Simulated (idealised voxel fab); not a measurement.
Proc. module: voxel released beams
Xsec cut, 200 nm wide, square cell size 5 nm.
Bands, listed from the top down, are how a cross-section gets written in this document; the cross-section itself is a grid of square cells, and a band is one or more rows of them.
This entry defines a band. It first specifies the height of the band's top and the height of its bottom in nm, and then specifies the band's materials from left to right, stating each material with its width in nm. The word "throughout" identifies a single material that fills the band from edge to edge, while the word "air" identifies empty space.
Height 0 is the level under which the wafer as received is all one material. The lowest band goes on downwards, as in "0 nm and below".
With a width like "30->40", each row of cells in the band differs from the next by the same amount, the top row carrying the first number and the bottom row the second.
Where the words "nothing got changed" appear for a step, the cross-section shows no cell changed by that step; every cell remained as before.
"Enclosed voids" contains a list of empty spaces, each no smaller than 8 cells and without an open way to the top, written in the form width x height at distance with the distance from the left edge and all three in nm.
Step line, after settings: the simulator's comment on this step.
Steps that use a mask can have "overlay nm" on their line. It says how far the mask sat to the right of where it was meant to be. Negative means to the left.
### The steps planned for the process are as follows
1 RECEIVE, material Si
2 CONFORMAL_DEP, material SiN, thk nm 5
3 DIRECTIONAL_DEP, material SiO2, thk nm 20
4 MASKED_ETCH, tone open, mask id ANCHOR, width nm 35, etch materials SiO2, depth nm 20, overlay nm 0
5 CONFORMAL_DEP, material TiN, thk nm 15
6 DIRECTIONAL_DEP, material aC, thk nm 15
7 PATTERN, tone cover, mask id BEAM, material resist, width nm 90, thk nm 30, overlay nm 0
8 DIRECTIONAL_ETCH, etch materials aC, depth nm 15
9 STRIP, etch materials resist
10 DIRECTIONAL_ETCH, etch materials TiN, depth nm 15
11 STRIP, etch materials aC
12 STRIP, etch materials SiO2
### So this is the incoming wafer in cross-section - it's already been through step 1
0 nm and below = Si throughout
Enclosed voids: none
### Cross-section taken at module completion on the first of two wafers; processed per the plan
40 nm to 25 nm = 50 nm air; 20 nm TiN; 5 nm air; 65 nm TiN; 60 nm air
25 nm to 20 nm = 55 nm air; 15 nm TiN; 5 nm air; 15 nm TiN; 110 nm air
20 nm to 5 nm = 55 nm air; 35 nm TiN; 110 nm air
5 nm to 0 nm = SiN throughout
0 nm and below = Si throughout
Enclosed voids: none
### Cross-section of the latter of the two wafers at module completion. It had an identical start and an identical plan to the former; in running it, one mistake was made
25 nm to 5 nm = 55 nm SiO2; 35 nm air; 110 nm SiO2
5 nm to 0 nm = SiN throughout
0 nm and below = Si throughout
Enclosed voids: none
Against the plan, the run slipped here: step 12 went in with a setting other than planned; the actual run was STRIP, etch materials TiN
Counted in cells at the end, the second wafer holds more or fewer of these materials than the first: SiO2: 132 more | TiN: 78 fewer
